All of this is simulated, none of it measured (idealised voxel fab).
Presented below is a process module, voxel self aligned vias.
Cross-sectional view cut (width: 285 nm; square cell size: 5 nm).
A cross-section is written here as square cells arranged in a grid, and it is given in bands from the top down, each band taking up one or more rows of cells. A band entry consists of two parts. The first gives the height of the band's top and the height of its bottom, in nm. The rest lists the band's materials from left to right, each with its width in nm. A single material labelled with the word "throughout" fills the band from edge to edge, and the word "blank" marks empty space. We count height from 0. Below that, the starting wafer is all one material. The lowest band never ends at the bottom but goes on down; see "top 0, no bottom" for how that is written. Width "30->40": first value at the band's top row of cells, second value at its bottom row, equal change from row to row. Given "no alterations made" for a step, no cell of the cross-section differs between before and after that step. Look at "Closed-off voids" for the closed voids: empty spaces with no open path to the top, sized 8 cells or up. Each is width x height at distance, distance from the left edge, all nm. Read whatever lies past the settings on a step's line as the simulator's own remark about the step. "overlay nm" answers the question of how far to the right of plan the mask lay on a step that has a mask, and when it is negative the answer is to the left.
-- Below is the list of planned process steps
1 RECEIVE: material Si
2 CONFORMAL_DEP: material SiO2, thk nm 15
3 CONFORMAL_DEP: material SiCN, thk nm 5
4 DIRECTIONAL_DEP: material SiO2, thk nm 25
5 DIRECTIONAL_DEP: material aC, thk nm 10
6 PATTERN: tone open, mask id LINES, material resist, width nm 25, pitch nm 65, thk nm 25, overlay nm 0
7 DIRECTIONAL_ETCH: etch materials aC, depth nm 10
8 STRIP: etch materials resist
9 DIRECTIONAL_ETCH: etch materials SiO2, depth nm 25
10 STRIP: etch materials aC
11 CONFORMAL_DEP: material TiN, thk nm 5
12 FILL_DEP: material Ru, thk nm 5
13 CMP: height nm 45
14 SELECTIVE_ETCH: etch materials W Ru TiN, depth nm 10
15 FILL_DEP: material SiN, thk nm 10
16 CMP: height nm 45
17 DIRECTIONAL_DEP: material SiO2, thk nm 20
18 PATTERN: tone open, mask id VIAS, material resist, width nm 45, pitch nm 130, thk nm 15, overlay nm 0
19 DIRECTIONAL_ETCH: etch materials SiO2, depth nm 20
20 DIRECTIONAL_ETCH: etch materials SiN, depth nm 10
21 STRIP: etch materials resist
22 CONFORMAL_DEP: material TiN, thk nm 5
23 FILL_DEP: material Cu, thk nm 10
24 CMP: height nm 65
25 CONFORMAL_DEP: material SiCN, thk nm 5
-- As received (post step 1): cross-section
> top 0, no bottom  Si throughout
> Closed-off voids: none
-- The cross-section shown corresponds to the wafer at the conclusion of the module. The initial structure and the process plan are those presented above; however, one mistake occurred in executing the plan
> top 70, bottom 65  SiCN throughout
> top 65, bottom 50  55 nm SiO2; 5 nm TiN; 40 nm Cu; 5 nm TiN; 80 nm SiO2; 5 nm TiN; 40 nm Cu; 5 nm TiN; 50 nm SiO2
> top 50, bottom 45  55 nm SiO2; 15 nm TiN; 15 nm Cu; 20 nm TiN; 80 nm SiO2; 15 nm TiN; 15 nm Cu; 20 nm TiN; 50 nm SiO2
> top 45, bottom 40  65 nm SiO2; 5 nm TiN; 15 nm Cu; 5 nm TiN; 40 nm SiO2; 25 nm SiN; 40 nm SiO2; 5 nm TiN; 15 nm Cu; 5 nm TiN; 65 nm SiO2
> top 40, bottom 35  65 nm SiO2; 25 nm TiN; 40 nm SiO2; 25 nm SiN; 40 nm SiO2; 25 nm TiN; 65 nm SiO2
> top 35, bottom 25  65 nm SiO2; 5 nm TiN; 15 nm Ru; 5 nm TiN; 40 nm SiO2; 5 nm TiN; 15 nm Ru; 5 nm TiN; 40 nm SiO2; 5 nm TiN; 15 nm Ru; 5 nm TiN; 65 nm SiO2
> top 25, bottom 20  65 nm SiO2; 25 nm TiN; 40 nm SiO2; 25 nm TiN; 40 nm SiO2; 25 nm TiN; 65 nm SiO2
> top 20, bottom 15  SiCN throughout
> top 15, bottom 0  SiO2 throughout
> top 0, no bottom  Si throughout
> Closed-off voids: none
What broke from the plan during processing? step 18 went in with a setting other than planned; the actual run was PATTERN: tone open, mask id VIAS, material resist, width nm 50, pitch nm 130, thk nm 15, overlay nm 0
